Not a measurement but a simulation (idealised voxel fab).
process module | voxel lift off
We display cut, a cross-section 210 nm in width whose square cells are each 5 nm.
Think of the cross-section as a grid of square cells. We describe it in bands, top to bottom, and each band covers one or more rows of those cells. In this notation a band is specified by the heights of its top and bottom, in that order and in nm, after which its materials appear from left to right, each paired with its width in nm. The word "edge to edge" attached to a single material means that material fills the band from edge to edge; the word "blank" stands for empty space. Heights are reckoned from 0. Under this level, the received wafer is all of one material. The bottommost band is open-ended downward, for example "0 nm and below". A width given as "30..40" starts at the first number in the band's top row and ends at the second number in its bottom row, shifting by an equal amount at every step from row to row. What does "remained unchanged" mean for a step? It means no cell of the cross-section changed in that step. Heads up: "Closed void list" only lists the empty pockets with no open path to the top that are 8 cells or more, and it writes them as width x height at distance, distance from the left edge, in nm. Whatever follows a step's settings on its line is a remark the simulator itself makes about that step. You can add "overlay nm" to a step's line. For a step with a mask, it describes how far the mask lay to the right of its planned position, and a negative number describes a lay to the left.
# List of planned process steps
1,RECEIVE (material Si)
2,CONFORMAL_DEP (material SiO2; thk nm 5)
3,PATTERN (tone open; mask id LINES; material resist; width nm 20; pitch nm 35; thk nm 20; overlay nm 0)
4,DIRECTIONAL_DEP (material Ru; thk nm 5)
5,STRIP (etch materials resist)
6,CONFORMAL_DEP (material SiCN; thk nm 10)
# As-received state of the wafer in cross-section, equivalent to post-step 1
* 0 nm and below  Si edge to edge
* Closed void list: none
# The plan above was carried out on the starting structure above with one mistake, and this cross-section shows the wafer at the end of the module
* 10 nm to 5 nm  60 blank / 20 Ru / 15 blank / 20 Ru / 15 blank / 20 Ru / 60 blank
* 5 nm to 0 nm  SiO2 edge to edge
* 0 nm and below  Si edge to edge
* Closed void list: none
Error vs. plan: execution of step 6 of the plan did not take place, the step having been omitted
